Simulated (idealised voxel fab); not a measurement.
The following process module bears the name voxel wiring stack.
Displayed cross-section: cut, width of 230 nm, square cells sized 5 nm.
Cross-section spec: square-cell grid; bands listed top down; each band is one or more rows. Per band: top height and bottom height in nm, followed by the left-to-right materials and their widths in nm; "all across" marks a single material spanning edge to edge, "air" marks empty space. Counting heights begins at 0, where everything beneath is, in the wafer as received, one material. The lowest band has no bottom; it goes on downwards, as "0 nm and below" shows. So if you see something like "30->40" for the width, read it as the top row of the band sitting at the first number and the bottom row at the second, with every row in between moving by the same amount as the last. What does "nothing changed" mean for a step? It means no cell of the cross-section changed in that step. Basically, "Closed void table" tells you about the enclosed voids: empty spaces with no open way to the top, 8 cells or bigger, each written width x height at distance, where distance is from the left edge, all in nm. after a step's settings: what the simulator itself notes on the step. overlay nm: where the mask lay relative to plan, measured to the right, on steps with a mask; negatives go left.
## Listed below are the process steps as planned
step 1: op RECEIVE | material Si
step 2: op CONFORMAL_DEP | material SiO2 | thk nm 10
step 3: op DIRECTIONAL_DEP | material TiN | thk nm 5
step 4: op DIRECTIONAL_DEP | material W | thk nm 20
step 5: op DIRECTIONAL_DEP | material aC | thk nm 10
step 6: op PATTERN | tone cover | mask id METAL_1 | material resist | width nm 25 | pitch nm 55 | thk nm 30 | overlay nm 0
step 7: op DIRECTIONAL_ETCH | etch materials aC | depth nm 10
step 8: op STRIP | etch materials resist
step 9: op DIRECTIONAL_ETCH | etch materials W | depth nm 20
step 10: op DIRECTIONAL_ETCH | etch materials TiN | depth nm 5
step 11: op STRIP | etch materials aC
step 12: op CONFORMAL_DEP | material SiN | thk nm 5
step 13: op FILL_DEP | material lowk | thk nm 5
step 14: op CMP | height nm 35
step 15: op CONFORMAL_DEP | material SiCN | thk nm 5
step 16: op DIRECTIONAL_DEP | material lowk | thk nm 30
step 17: op DIRECTIONAL_DEP | material aC | thk nm 15
step 18: op PATTERN | tone open | mask id METAL_2_HOLES | material resist | width nm 15 | pitch nm 110 | thk nm 35 | overlay nm 0
step 19: op DIRECTIONAL_ETCH | etch materials aC | depth nm 15
step 20: op STRIP | etch materials resist
step 21: op DIRECTIONAL_ETCH | etch materials lowk | depth nm 30
step 22: op STRIP | etch materials aC
step 23: op DIRECTIONAL_DEP | material aC | thk nm 10
step 24: op PATTERN | tone open | mask id METAL_2 | material resist | width nm 25 | pitch nm 55 | thk nm 25 | overlay nm 0
step 25: op DIRECTIONAL_ETCH | etch materials aC | depth nm 10
step 26: op STRIP | etch materials resist
step 27: op DIRECTIONAL_ETCH | etch materials lowk | depth nm 20
step 28: op DIRECTIONAL_ETCH | etch materials SiCN | depth nm 5
step 29: op STRIP | etch materials aC
step 30: op CONFORMAL_DEP | material TiN | thk nm 5
step 31: op FILL_DEP | material Cu | thk nm 10
step 32: op CMP | height nm 70
step 33: op CONFORMAL_DEP | material SiCN | thk nm 5
step 34: op DIRECTIONAL_DEP | material SiO2 | thk nm 30
step 35: op MASKED_ETCH | tone open | mask id METAL_3_HOLES | width nm 15 | pitch nm 110 | etch materials SiO2 | depth nm 30 | overlay nm 0
step 36: op PATTERN | tone open | mask id METAL_3 | material resist | width nm 25 | pitch nm 55 | thk nm 15 | overlay nm 0
step 37: op DIRECTIONAL_ETCH | etch materials SiO2 | depth nm 15
step 38: op DIRECTIONAL_ETCH | etch materials SiCN | depth nm 5
step 39: op STRIP | etch materials resist
step 40: op CONFORMAL_DEP | material TiN | thk nm 5
step 41: op FILL_DEP | material Cu | thk nm 10
step 42: op CMP | height nm 105
step 43: op CONFORMAL_DEP | material SiCN | thk nm 5
step 44: op DIRECTIONAL_DEP | material SiO2 | thk nm 15
step 45: op PATTERN | tone open | mask id PLUG_3 | material resist | width nm 15 | pitch nm 55 | thk nm 15 | overlay nm 0
step 46: op DIRECTIONAL_ETCH | etch materials SiO2 | depth nm 15
step 47: op DIRECTIONAL_ETCH | etch materials SiCN | depth nm 5
step 48: op STRIP | etch materials resist
step 49: op EPI | material Ru | thk nm 10
step 50: op EPI | material Ru | thk nm 10
step 51: op DIRECTIONAL_DEP | material TiN | thk nm 5
step 52: op DIRECTIONAL_DEP | material Ru | thk nm 20
step 53: op DIRECTIONAL_DEP | material aC | thk nm 15
step 54: op PATTERN | tone cover | mask id METAL_4 | material resist | width nm 25 | pitch nm 55 | thk nm 35 | overlay nm 0
step 55: op DIRECTIONAL_ETCH | etch materials aC | depth nm 15
step 56: op STRIP | etch materials resist
step 57: op DIRECTIONAL_ETCH | etch materials Ru | depth nm 20
step 58: op DIRECTIONAL_ETCH | etch materials TiN | depth nm 5
step 59: op STRIP | etch materials aC
step 60: op CONFORMAL_DEP | material SiCN | thk nm 5
step 61: op FILL_DEP | material lowk | thk nm 5
step 62: op CMP | height nm 150
step 63: op CONFORMAL_DEP | material SiCN | thk nm 5
## Wafer cross-section on receipt, i.e. after step 1
0 nm and below  Si all across
Closed void table: none
## The first of the two wafers as seen in cross-section once the module was finished; processing followed the plan
155 nm to 150 nm  SiCN all across
150 nm to 130 nm  lowk=15  SiCN=5  Ru=25  SiCN=5  lowk=20  SiCN=5  Ru=25  SiCN=5  lowk=20  SiCN=5  Ru=25  SiCN=5  lowk=20  SiCN=5  Ru=25  SiCN=5  lowk=15
130 nm to 125 nm  SiCN=20  TiN=25  SiCN=30  TiN=25  SiCN=30  TiN=25  SiCN=30  TiN=25  SiCN=20
125 nm to 110 nm  SiO2=20  Ru=15  SiO2=40  Ru=15  SiO2=40  Ru=15  SiO2=40  Ru=15  SiO2=30
110 nm to 105 nm  SiCN=20  Ru=15  SiCN=40  Ru=15  SiCN=40  Ru=15  SiCN=40  Ru=15  SiCN=30
105 nm to 95 nm  SiO2=20  TiN=5  Cu=15  TiN=5  SiO2=30  TiN=5  Cu=15  TiN=5  SiO2=30  TiN=5  Cu=15  TiN=5  SiO2=30  TiN=5  Cu=15  TiN=5  SiO2=20
95 nm to 90 nm  SiO2=20  TiN=5  Cu=5  TiN=15  SiO2=30  TiN=25  SiO2=30  TiN=5  Cu=5  TiN=15  SiO2=30  TiN=25  SiO2=20
90 nm to 75 nm  SiO2=20  TiN=5  Cu=5  TiN=5  SiO2=95  TiN=5  Cu=5  TiN=5  SiO2=85
75 nm to 70 nm  SiCN=20  TiN=15  SiCN=95  TiN=15  SiCN=85
70 nm to 55 nm  lowk=20  TiN=5  Cu=15  TiN=5  lowk=30  TiN=5  Cu=15  TiN=5  lowk=30  TiN=5  Cu=15  TiN=5  lowk=30  TiN=5  Cu=15  TiN=5  lowk=20
55 nm to 50 nm  lowk=20  TiN=5  Cu=5  TiN=15  lowk=30  TiN=25  lowk=30  TiN=5  Cu=5  TiN=15  lowk=30  TiN=25  lowk=20
50 nm to 40 nm  lowk=20  TiN=5  Cu=5  TiN=5  lowk=95  TiN=5  Cu=5  TiN=5  lowk=85
40 nm to 35 nm  SiCN=20  TiN=15  SiCN=95  TiN=15  SiCN=85
35 nm to 15 nm  lowk=15  SiN=5  W=25  SiN=5  lowk=20  SiN=5  W=25  SiN=5  lowk=20  SiN=5  W=25  SiN=5  lowk=20  SiN=5  W=25  SiN=5  lowk=15
15 nm to 10 nm  SiN=20  TiN=25  SiN=30  TiN=25  SiN=30  TiN=25  SiN=30  TiN=25  SiN=20
10 nm to 0 nm  SiO2 all across
0 nm and below  Si all across
Closed void table: none
## This is the second of the two wafers, cross-sectioned at the end of the module; it started exactly like the first and was given the same plan, but it was run with one mistake
155 nm to 150 nm  SiCN all across
150 nm to 130 nm  lowk=15  SiCN=5  Ru=25  SiCN=5  lowk=20  SiCN=5  Ru=25  SiCN=5  lowk=20  SiCN=5  Ru=25  SiCN=5  lowk=20  SiCN=5  Ru=25  SiCN=5  lowk=15
130 nm to 125 nm  SiCN=20  TiN=25  SiCN=30  TiN=25  SiCN=30  TiN=25  SiCN=30  TiN=25  SiCN=20
125 nm to 110 nm  SiO2=15  Ru=25  SiO2=30  Ru=25  SiO2=30  Ru=25  SiO2=30  Ru=25  SiO2=25
110 nm to 105 nm  SiCN=15  Ru=25  SiCN=30  Ru=25  SiCN=30  Ru=25  SiCN=30  Ru=25  SiCN=25
105 nm to 95 nm  SiO2=20  TiN=5  Cu=15  TiN=5  SiO2=30  TiN=5  Cu=15  TiN=5  SiO2=30  TiN=5  Cu=15  TiN=5  SiO2=30  TiN=5  Cu=15  TiN=5  SiO2=20
95 nm to 90 nm  SiO2=20  TiN=5  Cu=5  TiN=15  SiO2=30  TiN=25  SiO2=30  TiN=5  Cu=5  TiN=15  SiO2=30  TiN=25  SiO2=20
90 nm to 75 nm  SiO2=20  TiN=5  Cu=5  TiN=5  SiO2=95  TiN=5  Cu=5  TiN=5  SiO2=85
75 nm to 70 nm  SiCN=20  TiN=15  SiCN=95  TiN=15  SiCN=85
70 nm to 55 nm  lowk=20  TiN=5  Cu=15  TiN=5  lowk=30  TiN=5  Cu=15  TiN=5  lowk=30  TiN=5  Cu=15  TiN=5  lowk=30  TiN=5  Cu=15  TiN=5  lowk=20
55 nm to 50 nm  lowk=20  TiN=5  Cu=5  TiN=15  lowk=30  TiN=25  lowk=30  TiN=5  Cu=5  TiN=15  lowk=30  TiN=25  lowk=20
50 nm to 40 nm  lowk=20  TiN=5  Cu=5  TiN=5  lowk=95  TiN=5  Cu=5  TiN=5  lowk=85
40 nm to 35 nm  SiCN=20  TiN=15  SiCN=95  TiN=15  SiCN=85
35 nm to 15 nm  lowk=15  SiN=5  W=25  SiN=5  lowk=20  SiN=5  W=25  SiN=5  lowk=20  SiN=5  W=25  SiN=5  lowk=20  SiN=5  W=25  SiN=5  lowk=15
15 nm to 10 nm  SiN=20  TiN=25  SiN=30  TiN=25  SiN=30  TiN=25  SiN=30  TiN=25  SiN=20
10 nm to 0 nm  SiO2 all across
0 nm and below  Si all across
Closed void table: none
It is concluded that the wafer was processed incorrectly with respect to the plan, in that contrary to plan, step 45 was performed as op PATTERN | tone open | mask id PLUG_3 | material resist | width nm 25 | pitch nm 55 | thk nm 15 | overlay nm 0
Final comparison by cell count, materials where the second wafer has more or fewer than the first: 32 more of Ru | 8 fewer of SiCN | 24 fewer of SiO2
